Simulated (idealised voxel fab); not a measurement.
The process module presented herein is designated voxel transistor to metal.
The width of the displayed cross-section, cut, is 300 nm; its cells are square, with a size of 5 nm.
A cross-section is a grid of square cells, given in bands from the top down. A band is one or more rows of cells. This entry defines a band. It first specifies the height of the band's top and the height of its bottom in nm, and then specifies the band's materials from left to right, stating each material with its width in nm. The word "all across" identifies a single material that fills the band from edge to edge, while the word "air" identifies empty space. Heights are expressed relative to 0, this being the level below which the as-received wafer comprises one material exclusively. The lowest band is unbounded in the downward direction and is denoted as in "0 down". The two numbers in a width such as "30..40" mark its ends across the band: the first belongs to the top row of cells, the second to the bottom row, and from each row to the next the width moves by the same amount. A step reported as "remains unaltered" is a step in which no cell of the cross-section changed. Look at "closed voids" for the closed voids: empty spaces with no open path to the top, sized 8 cells or up. Each is width x height at distance, distance from the left edge, all nm. Post-settings text on a step line: simulator's own remark regarding the step. overlay nm, on a step with a mask: how far to the right of its planned place the mask lay; to the left if negative.

[Intended process steps]
1 RECEIVE with material Si
2 OXIDIZE with depth nm 5
3 CONFORMAL_DEP with material SiN, thk nm 15
4 MASKED_ETCH with tone cover, mask id ACTIVE, width nm 105, pitch nm 130, etch materials SiN, depth nm 15, overlay nm 0
5 MASKED_ETCH with tone cover, mask id ACTIVE, width nm 105, pitch nm 130, etch materials SiO2, depth nm 5, overlay nm 0
6 MASKED_ETCH with tone cover, mask id ACTIVE, width nm 105, pitch nm 130, etch materials Si, depth nm 20, overlay nm 0
7 FILL_DEP with material SiO2, thk nm 10
8 CMP with height nm 15
9 SELECTIVE_ETCH with etch materials SiO2, depth nm 5
10 STRIP with etch materials SiN
11 SELECTIVE_ETCH with etch materials SiO2, depth nm 5
12 OXIDIZE with depth nm 5
13 DIRECTIONAL_DEP with material polySi, thk nm 30
14 DIRECTIONAL_DEP with material SiCN, thk nm 10
15 PATTERN with tone cover, mask id GATE, material resist, width nm 15, pitch nm 130, thk nm 20, overlay nm 0
16 DIRECTIONAL_ETCH with etch materials SiCN, depth nm 20
17 DIRECTIONAL_ETCH with etch materials polySi, depth nm 40
18 STRIP with etch materials resist
19 CONFORMAL_DEP with material SiN, thk nm 10
20 DIRECTIONAL_ETCH with etch materials SiN, depth nm 10
21 DIRECTIONAL_ETCH with etch materials SiO2, depth nm 5
22 DIRECTIONAL_ETCH with etch materials Si, depth nm 10
23 EPI with material SiGe, thk nm 15
24 FILL_DEP with material SiO2, thk nm 10
25 CMP with height nm 35
26 DIRECTIONAL_DEP with material SiO2, thk nm 15
27 PATTERN with tone open, mask id CONTACT, material resist, width nm 20, thk nm 20, overlay nm 0
28 DIRECTIONAL_ETCH with etch materials SiO2, depth nm 45
29 STRIP with etch materials resist
30 CONFORMAL_DEP with material TiN, thk nm 5
31 FILL_DEP with material W, thk nm 5
32 CMP with height nm 50
33 DIRECTIONAL_DEP with material TiN, thk nm 5
34 DIRECTIONAL_DEP with material W, thk nm 20
35 MASKED_ETCH with tone cover, mask id METAL_1, width nm 20, etch materials W, depth nm 20, overlay nm 0
36 MASKED_ETCH with tone cover, mask id METAL_1, width nm 20, etch materials TiN, depth nm 5, overlay nm 0
37 FILL_DEP with material SiO2, thk nm 5
38 CMP with height nm 75
39 CONFORMAL_DEP with material SiCN, thk nm 5
40 DIRECTIONAL_DEP with material lowk, thk nm 30
41 DIRECTIONAL_DEP with material aC, thk nm 10
42 PATTERN with tone open, mask id METAL_2, material resist, width nm 20, pitch nm 130, thk nm 30, overlay nm 0
43 DIRECTIONAL_ETCH with etch materials aC, depth nm 10
44 STRIP with etch materials resist
45 DIRECTIONAL_ETCH with etch materials lowk, depth nm 15
46 STRIP with etch materials aC
47 DIRECTIONAL_DEP with material aC, thk nm 10
48 PATTERN with tone open, mask id METAL_2_HOLES, material resist, width nm 15, pitch nm 130, thk nm 25, overlay nm 0
49 DIRECTIONAL_ETCH with etch materials aC, depth nm 10
50 STRIP with etch materials resist
51 DIRECTIONAL_ETCH with etch materials lowk, depth nm 15
52 DIRECTIONAL_ETCH with etch materials SiCN, depth nm 5
53 STRIP with etch materials aC
54 CONFORMAL_DEP with material TiN, thk nm 5
55 FILL_DEP with material Cu, thk nm 10
56 CMP with height nm 110
57 CONFORMAL_DEP with material SiCN, thk nm 5

[Shown in cross-section is the wafer as received, that is, as it stands after step 1]
  0 down | Si all across
  closed voids: none

[Module complete - cross-section of the first of two wafers, run according to plan]
  115 to 110 | SiCN all across
  110 to 100 | lowk 35, TiN 5, Cu 10, TiN 5, lowk 110, TiN 5, Cu 10, TiN 5, lowk 115
  100 to 95 | lowk 35, TiN 5, Cu 5, TiN 10, lowk 110, TiN 5, Cu 5, TiN 10, lowk 115
  95 to 80 | lowk 35, TiN 5, Cu 5, TiN 5, lowk 115, TiN 5, Cu 5, TiN 5, lowk 120
  80 to 75 | SiCN 35, TiN 15, SiCN 115, TiN 15, SiCN 120
  75 to 55 | SiO2 35, W 20, SiO2 55, W 20, SiO2 35, W 20, SiO2 55, W 20, SiO2 40
  55 to 50 | SiO2 35, TiN 20, SiO2 55, TiN 20, SiO2 35, TiN 20, SiO2 55, TiN 20, SiO2 40
  50 to 35 | SiO2 35, TiN 5, W 10, TiN 5, SiO2 55, TiN 5, W 10, TiN 5, SiO2 35, TiN 5, W 10, TiN 5, SiO2 55, TiN 5, W 10, TiN 5, SiO2 40
  35 to 25 | SiO2 35, TiN 5, W 10, TiN 5, SiO2 10, SiN 10, SiCN 15, SiN 10, SiO2 10, TiN 5, W 10, TiN 5, SiO2 35, TiN 5, W 10, TiN 5, SiO2 10, SiN 10, SiCN 15, SiN 10, SiO2 10, TiN 5, W 10, TiN 5, SiO2 40
  25 to 10 | SiO2 35, TiN 5, W 10, TiN 5, SiO2 10, SiN 10, polySi 15, SiN 10, SiO2 10, TiN 5, W 10, TiN 5, SiO2 35, TiN 5, W 10, TiN 5, SiO2 10, SiN 10, polySi 15, SiN 10, SiO2 10, TiN 5, W 10, TiN 5, SiO2 40
  10 to 5 | SiO2 35, TiN 20, SiO2 10, SiN 10, polySi 15, SiN 10, SiO2 10, TiN 20, SiO2 35, TiN 20, SiO2 10, SiN 10, polySi 15, SiN 10, SiO2 10, TiN 20, SiO2 40
  5 to -5 | SiO2 25, SiN 10, SiGe 30, SiN 10, polySi 15, SiN 10, SiGe 30, SiN 10, SiO2 15, SiN 10, SiGe 30, SiN 10, polySi 15, SiN 10, SiGe 30, SiN 10, SiO2 30
  -5 to -10 | SiO2 35, SiGe 30, SiO2 35, SiGe 30, SiO2 35, SiGe 30, SiO2 35, SiGe 30, SiO2 40
  -10 to -20 | SiO2 30, Si 5, SiGe 30, Si 35, SiGe 30, Si 5, SiO2 25, Si 5, SiGe 30, Si 35, SiGe 30, Si 5, SiO2 35
  -20 to -25 | SiO2 30, Si 105, SiO2 25, Si 105, SiO2 35
  -25 down | Si all across
  closed voids: none

[Second of two wafers, module complete, sectioned: it shares the first wafer's start and plan but was run with one mistake]
  115 to 110 | SiCN all across
  110 to 100 | lowk 35, TiN 5, Cu 10, TiN 5, lowk 110, TiN 5, Cu 10, TiN 5, lowk 115
  100 to 95 | lowk 35, TiN 5, Cu 5, TiN 10, lowk 110, TiN 5, Cu 5, TiN 10, lowk 115
  95 to 80 | lowk 35, TiN 5, Cu 5, TiN 5, lowk 115, TiN 5, Cu 5, TiN 5, lowk 120
  80 to 75 | SiCN 35, TiN 15, SiCN 115, TiN 15, SiCN 120
  75 to 55 | SiO2 35, W 20, SiO2 55, W 20, SiO2 35, W 20, SiO2 55, W 20, SiO2 40
  55 to 50 | W all across
  50 to 35 | SiO2 35, TiN 5, W 10, TiN 5, SiO2 55, TiN 5, W 10, TiN 5, SiO2 35, TiN 5, W 10, TiN 5, SiO2 55, TiN 5, W 10, TiN 5, SiO2 40
  35 to 25 | SiO2 35, TiN 5, W 10, TiN 5, SiO2 10, SiN 10, SiCN 15, SiN 10, SiO2 10, TiN 5, W 10, TiN 5, SiO2 35, TiN 5, W 10, TiN 5, SiO2 10, SiN 10, SiCN 15, SiN 10, SiO2 10, TiN 5, W 10, TiN 5, SiO2 40
  25 to 10 | SiO2 35, TiN 5, W 10, TiN 5, SiO2 10, SiN 10, polySi 15, SiN 10, SiO2 10, TiN 5, W 10, TiN 5, SiO2 35, TiN 5, W 10, TiN 5, SiO2 10, SiN 10, polySi 15, SiN 10, SiO2 10, TiN 5, W 10, TiN 5, SiO2 40
  10 to 5 | SiO2 35, TiN 20, SiO2 10, SiN 10, polySi 15, SiN 10, SiO2 10, TiN 20, SiO2 35, TiN 20, SiO2 10, SiN 10, polySi 15, SiN 10, SiO2 10, TiN 20, SiO2 40
  5 to -5 | SiO2 25, SiN 10, SiGe 30, SiN 10, polySi 15, SiN 10, SiGe 30, SiN 10, SiO2 15, SiN 10, SiGe 30, SiN 10, polySi 15, SiN 10, SiGe 30, SiN 10, SiO2 30
  -5 to -10 | SiO2 35, SiGe 30, SiO2 35, SiGe 30, SiO2 35, SiGe 30, SiO2 35, SiGe 30, SiO2 40
  -10 to -20 | SiO2 30, Si 5, SiGe 30, Si 35, SiGe 30, Si 5, SiO2 25, Si 5, SiGe 30, Si 35, SiGe 30, Si 5, SiO2 35
  -20 to -25 | SiO2 30, Si 105, SiO2 25, Si 105, SiO2 35
  -25 down | Si all across
  closed voids: none
What was done differently from what was planned? step 33: run off-plan, actual operation and settings DIRECTIONAL_DEP with material W, thk nm 5
At the finish, the second wafer shows more or fewer cells for some materials than the first does: SiO2 -44 | TiN -16 | W +60
